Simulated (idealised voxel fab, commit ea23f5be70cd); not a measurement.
process module | voxel transistor to metal
cross-section cut | 195 nm wide | cells 5 nm
A cross-section is a grid of square cells, given in bands from the top down. A band is one or more rows of cells.
Each band's line starts with the height of the band's top and of its bottom, in nm. Then come its materials from left to right, each with its width in nm. One material with "throughout" fills the band from edge to edge. "air" is empty space.
Height 0 is the level under which the wafer as received is all one material. The lowest band goes on downwards, as in "0 down".
A width such as "30 to 40" changes by the same amount from each row of cells to the next, from the band's top row to its bottom row.
"no change" after a step means that no cell of the cross-section changed.
closed voids: empty space of 8 cells or more with no open way to the top, each as width x height at its distance from the left edge, in nm
after a step's settings: what the simulator itself notes on the step
overlay nm, on a step with a mask: how far to the right of its planned place the mask lay; to the left if negative
plan
1 op RECEIVE | material Si
2 op OXIDIZE | depth nm 5
3 op CONFORMAL_DEP | material SiN | thk nm 10
4 op PATTERN | tone cover | mask id ACTIVE | material resist | width nm 115 | thk nm 20 | overlay nm 0
5 op DIRECTIONAL_ETCH | etch materials SiN | depth nm 10
6 op DIRECTIONAL_ETCH | etch materials SiO2 | depth nm 5
7 op DIRECTIONAL_ETCH | etch materials Si | depth nm 35
8 op STRIP | etch materials resist
9 op FILL_DEP | material SiO2 | thk nm 5
10 op CMP | height nm 10
11 op SELECTIVE_ETCH | etch materials SiO2 | depth nm 10
12 op STRIP | etch materials SiN
13 op SELECTIVE_ETCH | etch materials SiO2 | depth nm 5
14 op OXIDIZE | depth nm 5
15 op DIRECTIONAL_DEP | material polySi | thk nm 20
16 op DIRECTIONAL_DEP | material SiCN | thk nm 10
17 op MASKED_ETCH | tone cover | mask id GATE | width nm 25 | etch materials SiCN | depth nm 20 | overlay nm 0
18 op MASKED_ETCH | tone cover | mask id GATE | width nm 25 | etch materials polySi | depth nm 30 | overlay nm 0
19 op CONFORMAL_DEP | material SiN | thk nm 10
20 op DIRECTIONAL_ETCH | etch materials SiN | depth nm 10
21 op DIRECTIONAL_ETCH | etch materials SiO2 | depth nm 5
22 op DIRECTIONAL_ETCH | etch materials Si | depth nm 10
23 op EPI | material SiGe | thk nm 10
24 op FILL_DEP | material SiO2 | thk nm 5
25 op CMP | height nm 15
26 op STRIP | etch materials polySi
27 op SELECTIVE_ETCH | etch materials SiO2 | depth nm 5
28 op CONFORMAL_DEP | material HfO2 | thk nm 5
29 op CONFORMAL_DEP | material TiN | thk nm 5
30 op FILL_DEP | material W | thk nm 10
31 op CMP | height nm 10
32 op DIRECTIONAL_DEP | material SiO2 | thk nm 15
33 op MASKED_ETCH | tone open | mask id CONTACT | width nm 20 | pitch nm 75 | etch materials SiO2 | depth nm 35 | overlay nm 0
34 op CONFORMAL_DEP | material TiN | thk nm 5
35 op FILL_DEP | material W | thk nm 10
36 op CMP | height nm 25
37 op DIRECTIONAL_DEP | material TiN | thk nm 5
38 op DIRECTIONAL_DEP | material W | thk nm 20
39 op PATTERN | tone cover | mask id METAL_1 | material resist | width nm 20 | pitch nm 75 | thk nm 15 | overlay nm 0
40 op DIRECTIONAL_ETCH | etch materials W | depth nm 20
41 op DIRECTIONAL_ETCH | etch materials TiN | depth nm 5
42 op STRIP | etch materials resist
43 op CONFORMAL_DEP | material SiN | thk nm 5
44 op FILL_DEP | material lowk | thk nm 5
45 op CMP | height nm 50
46 op CONFORMAL_DEP | material SiCN | thk nm 5
first wafer, as planned
as received, after step 1
  0 down: Si throughout
  closed voids: none
after step 2
  0 to -5: SiO2 throughout
  below -5: unchanged
after step 3
  10 to 0: SiN throughout
  below 0: unchanged
after step 4
  30 to 10: air 40 | resist 115 | air 40
  below 10: unchanged
after step 5
  30 to 10: air 40 | resist 115 | air 40
  10 to 0: air 40 | SiN 115 | air 40
  below 0: unchanged
after step 6
  30 to 10: air 40 | resist 115 | air 40
  10 to 0: air 40 | SiN 115 | air 40
  0 to -5: air 40 | SiO2 115 | air 40
  below -5: unchanged
after step 7
  30 to 10: air 40 | resist 115 | air 40
  10 to 0: air 40 | SiN 115 | air 40
  0 to -5: air 40 | SiO2 115 | air 40
  -5 to -40: air 40 | Si 115 | air 40
  below -40: unchanged
after step 8
  10 to 0: air 40 | SiN 115 | air 40
  below 0: unchanged
after step 9
  15 to 10: SiO2 throughout
  10 to 0: SiO2 40 | SiN 115 | SiO2 40
  0 to -5: SiO2 throughout
  -5 to -40: SiO2 40 | Si 115 | SiO2 40
  below -40: unchanged
after step 10
  10 to 0: SiO2 40 | SiN 115 | SiO2 40
  below 0: unchanged
after step 11
  10 to 0: air 40 | SiN 115 | air 40
  below 0: unchanged
after step 12
  0 to -5: SiO2 throughout
  below -5: unchanged
after step 13
  -5 to -40: SiO2 40 | Si 115 | SiO2 40
  below -40: unchanged
after step 14
  -5 to -10: SiO2 throughout
  below -10: unchanged
after step 15
  15 to -5: polySi throughout
  below -5: unchanged
after step 16
  25 to 15: SiCN throughout
  below 15: unchanged
after step 17
  25 to 15: air 85 | SiCN 25 | air 85
  below 15: unchanged
after step 18
  25 to 15: air 85 | SiCN 25 | air 85
  15 to -5: air 85 | polySi 25 | air 85
  below -5: unchanged
after step 19
  35 to 25: air 75 | SiN 45 | air 75
  25 to 15: air 75 | SiN 10 | SiCN 25 | SiN 10 | air 75
  15 to 5: air 75 | SiN 10 | polySi 25 | SiN 10 | air 75
  5 to -5: SiN 85 | polySi 25 | SiN 85
  below -5: unchanged
after step 20
  25 to 15: air 75 | SiN 10 | SiCN 25 | SiN 10 | air 75
  15 to -5: air 75 | SiN 10 | polySi 25 | SiN 10 | air 75
  below -5: unchanged
after step 21
  25 to 15: air 75 | SiN 10 | SiCN 25 | SiN 10 | air 75
  15 to -5: air 75 | SiN 10 | polySi 25 | SiN 10 | air 75
  -5 to -10: air 75 | SiO2 45 | air 75
  below -10: unchanged
after step 22
  25 to 15: air 75 | SiN 10 | SiCN 25 | SiN 10 | air 75
  15 to -5: air 75 | SiN 10 | polySi 25 | SiN 10 | air 75
  -5 to -10: air 75 | SiO2 45 | air 75
  -10 to -20: SiO2 40 | air 35 | Si 45 | air 35 | SiO2 40
  below -20: unchanged
after step 23
  25 to 15: air 75 | SiN 10 | SiCN 25 | SiN 10 | air 75
  15 to 0: air 75 | SiN 10 | polySi 25 | SiN 10 | air 75
  0 to -5: air 65 | SiGe 10 | SiN 10 | polySi 25 | SiN 10 | SiGe 10 | air 65
  -5 to -10: air 65 | SiGe 10 | SiO2 45 | SiGe 10 | air 65
  -10 to -20: SiO2 40 | SiGe 35 | Si 45 | SiGe 35 | SiO2 40
  below -20: unchanged
after step 24
  30 to 25: SiO2 throughout
  25 to 15: SiO2 75 | SiN 10 | SiCN 25 | SiN 10 | SiO2 75
  15 to 0: SiO2 75 | SiN 10 | polySi 25 | SiN 10 | SiO2 75
  0 to -5: SiO2 65 | SiGe 10 | SiN 10 | polySi 25 | SiN 10 | SiGe 10 | SiO2 65
  -5 to -10: SiO2 65 | SiGe 10 | SiO2 45 | SiGe 10 | SiO2 65
  below -10: unchanged
after step 25
  15 to 0: SiO2 75 | SiN 10 | polySi 25 | SiN 10 | SiO2 75
  below 0: unchanged
after step 26
  15 to 0: SiO2 75 | SiN 10 | air 25 | SiN 10 | SiO2 75
  0 to -5: SiO2 65 | SiGe 10 | SiN 10 | air 25 | SiN 10 | SiGe 10 | SiO2 65
  below -5: unchanged
after step 27
  15 to 10: air 75 | SiN 10 | air 25 | SiN 10 | air 75
  10 to 0: SiO2 75 | SiN 10 | air 25 | SiN 10 | SiO2 75
  0 to -5: SiO2 65 | SiGe 10 | SiN 10 | air 25 | SiN 10 | SiGe 10 | SiO2 65
  -5 to -10: SiO2 65 | SiGe 10 | SiO2 5 | air 35 | SiO2 5 | SiGe 10 | SiO2 65
  below -10: unchanged
after step 28
  20 to 15: air 70 | HfO2 20 | air 15 | HfO2 20 | air 70
  15 to 10: HfO2 75 | SiN 10 | HfO2 5 | air 15 | HfO2 5 | SiN 10 | HfO2 75
  10 to 0: SiO2 75 | SiN 10 | HfO2 5 | air 15 | HfO2 5 | SiN 10 | SiO2 75
  0 to -5: SiO2 65 | SiGe 10 | SiN 10 | HfO2 5 | air 15 | HfO2 5 | SiN 10 | SiGe 10 | SiO2 65
  -5 to -10: SiO2 65 | SiGe 10 | SiO2 5 | HfO2 35 | SiO2 5 | SiGe 10 | SiO2 65
  below -10: unchanged
after step 29
  25 to 20: air 65 | TiN 30 | air 5 | TiN 30 | air 65
  20 to 15: TiN 70 | HfO2 20 | TiN 5 | air 5 | TiN 5 | HfO2 20 | TiN 70
  15 to 10: HfO2 75 | SiN 10 | HfO2 5 | TiN 5 | air 5 | TiN 5 | HfO2 5 | SiN 10 | HfO2 75
  10 to 0: SiO2 75 | SiN 10 | HfO2 5 | TiN 5 | air 5 | TiN 5 | HfO2 5 | SiN 10 | SiO2 75
  0 to -5: SiO2 65 | SiGe 10 | SiN 10 | HfO2 5 | TiN 15 | HfO2 5 | SiN 10 | SiGe 10 | SiO2 65
  below -5: unchanged
after step 30
  35 to 25: W throughout
  25 to 20: W 65 | TiN 30 | W 5 | TiN 30 | W 65
  20 to 15: TiN 70 | HfO2 20 | TiN 5 | W 5 | TiN 5 | HfO2 20 | TiN 70
  15 to 10: HfO2 75 | SiN 10 | HfO2 5 | TiN 5 | W 5 | TiN 5 | HfO2 5 | SiN 10 | HfO2 75
  10 to 0: SiO2 75 | SiN 10 | HfO2 5 | TiN 5 | W 5 | TiN 5 | HfO2 5 | SiN 10 | SiO2 75
  below 0: unchanged
after step 31
  10 to 0: SiO2 75 | SiN 10 | HfO2 5 | TiN 5 | W 5 | TiN 5 | HfO2 5 | SiN 10 | SiO2 75
  below 0: unchanged
after step 32
  25 to 10: SiO2 throughout
  below 10: unchanged
after step 33
  25 to 10: SiO2 50 | air 20 | SiO2 55 | air 20 | SiO2 50
  10 to 0: SiO2 50 | air 20 | SiO2 5 | SiN 10 | HfO2 5 | TiN 5 | W 5 | TiN 5 | HfO2 5 | SiN 10 | SiO2 5 | air 20 | SiO2 50
  0 to -5: SiO2 50 | air 15 | SiGe 10 | SiN 10 | HfO2 5 | TiN 15 | HfO2 5 | SiN 10 | SiGe 10 | air 15 | SiO2 50
  -5 to -10: SiO2 50 | air 15 | SiGe 10 | SiO2 5 | HfO2 35 | SiO2 5 | SiGe 10 | air 15 | SiO2 50
  below -10: unchanged
after step 34
  30 to 25: TiN 55 | air 10 | TiN 65 | air 10 | TiN 55
  25 to 10: SiO2 50 | TiN 5 | air 10 | TiN 5 | SiO2 55 | TiN 5 | air 10 | TiN 5 | SiO2 50
  10 to 0: SiO2 50 | TiN 5 | air 10 to 5 | TiN 5 to 10 | SiO2 5 | SiN 10 | HfO2 5 | TiN 5 | W 5 | TiN 5 | HfO2 5 | SiN 10 | SiO2 5 | TiN 5 to 10 | air 10 to 5 | TiN 5 | SiO2 50
  0 to -5: SiO2 50 | TiN 5 | air 5 | TiN 5 | SiGe 10 | SiN 10 | HfO2 5 | TiN 15 | HfO2 5 | SiN 10 | SiGe 10 | TiN 5 | air 5 | TiN 5 | SiO2 50
  -5 to -10: SiO2 50 | TiN 15 | SiGe 10 | SiO2 5 | HfO2 35 | SiO2 5 | SiGe 10 | TiN 15 | SiO2 50
  below -10: unchanged
after step 35
  40 to 30: W throughout
  30 to 25: TiN 55 | W 10 | TiN 65 | W 10 | TiN 55
  25 to 10: SiO2 50 | TiN 5 | W 10 | TiN 5 | SiO2 55 | TiN 5 | W 10 | TiN 5 | SiO2 50
  10 to 0: SiO2 50 | TiN 5 | W 10 to 5 | TiN 5 to 10 | SiO2 5 | SiN 10 | HfO2 5 | TiN 5 | W 5 | TiN 5 | HfO2 5 | SiN 10 | SiO2 5 | TiN 5 to 10 | W 10 to 5 | TiN 5 | SiO2 50
  0 to -5: SiO2 50 | TiN 5 | W 5 | TiN 5 | SiGe 10 | SiN 10 | HfO2 5 | TiN 15 | HfO2 5 | SiN 10 | SiGe 10 | TiN 5 | W 5 | TiN 5 | SiO2 50
  below -5: unchanged
after step 36
  25 to 10: SiO2 50 | TiN 5 | W 10 | TiN 5 | SiO2 55 | TiN 5 | W 10 | TiN 5 | SiO2 50
  below 10: unchanged
after step 37
  30 to 25: TiN throughout
  below 25: unchanged
after step 38
  50 to 30: W throughout
  below 30: unchanged
after step 39
  65 to 50: air 50 | resist 20 | air 55 | resist 20 | air 50
  below 50: unchanged
after step 40
  65 to 50: air 50 | resist 20 | air 55 | resist 20 | air 50
  50 to 30: air 50 | W 20 | air 55 | W 20 | air 50
  below 30: unchanged
after step 41
  65 to 50: air 50 | resist 20 | air 55 | resist 20 | air 50
  50 to 30: air 50 | W 20 | air 55 | W 20 | air 50
  30 to 25: air 50 | TiN 20 | air 55 | TiN 20 | air 50
  below 25: unchanged
after step 42
  50 to 30: air 50 | W 20 | air 55 | W 20 | air 50
  below 30: unchanged
after step 43
  55 to 50: air 45 | SiN 30 | air 45 | SiN 30 | air 45
  50 to 30: air 45 | SiN 5 | W 20 | SiN 5 | air 45 | SiN 5 | W 20 | SiN 5 | air 45
  30 to 25: SiN 50 | TiN 20 | SiN 55 | TiN 20 | SiN 50
  below 25: unchanged
after step 44
  60 to 55: lowk throughout
  55 to 50: lowk 45 | SiN 30 | lowk 45 | SiN 30 | lowk 45
  50 to 30: lowk 45 | SiN 5 | W 20 | SiN 5 | lowk 45 | SiN 5 | W 20 | SiN 5 | lowk 45
  below 30: unchanged
after step 45
  50 to 30: lowk 45 | SiN 5 | W 20 | SiN 5 | lowk 45 | SiN 5 | W 20 | SiN 5 | lowk 45
  below 30: unchanged
after step 46
  55 to 50: SiCN throughout
  below 50: unchanged
second wafer: like start, like plan, one mistake. Through step 38 it matches the first wafer
when step 39 should have ended
  65 to 50: resist 50 | air 20 | resist 55 | air 20 | resist 50
  below 50: unchanged
when step 40 should have ended
  65 to 50: resist 50 | air 20 | resist 55 | air 20 | resist 50
  50 to 30: W 50 | air 20 | W 55 | air 20 | W 50
  below 30: unchanged
when step 41 should have ended
  65 to 50: resist 50 | air 20 | resist 55 | air 20 | resist 50
  50 to 30: W 50 | air 20 | W 55 | air 20 | W 50
  30 to 25: TiN 50 | air 20 | TiN 55 | air 20 | TiN 50
  below 25: unchanged
when step 42 should have ended
  50 to 30: W 50 | air 20 | W 55 | air 20 | W 50
  below 30: unchanged
when step 43 should have ended
  55 to 50: SiN 55 | air 10 | SiN 65 | air 10 | SiN 55
  50 to 30: W 50 | SiN 5 | air 10 | SiN 5 | W 55 | SiN 5 | air 10 | SiN 5 | W 50
  30 to 25: TiN 50 | SiN 20 | TiN 55 | SiN 20 | TiN 50
  below 25: unchanged
when step 44 should have ended
  60 to 55: lowk throughout
  55 to 50: SiN 55 | lowk 10 | SiN 65 | lowk 10 | SiN 55
  50 to 30: W 50 | SiN 5 | lowk 10 | SiN 5 | W 55 | SiN 5 | lowk 10 | SiN 5 | W 50
  below 30: unchanged
when step 45 should have ended
  50 to 30: W 50 | SiN 5 | lowk 10 | SiN 5 | W 55 | SiN 5 | lowk 10 | SiN 5 | W 50
  below 30: unchanged
when step 46 should have ended
  55 to 50: SiCN throughout
  below 50: unchanged
what went wrong: step 39 ran as: op PATTERN | tone open | mask id METAL_1 | material resist | width nm 20 | pitch nm 75 | thk nm 15 | overlay nm 0
at the end the second wafer has, in cells: 23 fewer of SiN | 23 more of TiN | 92 more of W | 92 fewer of lowk
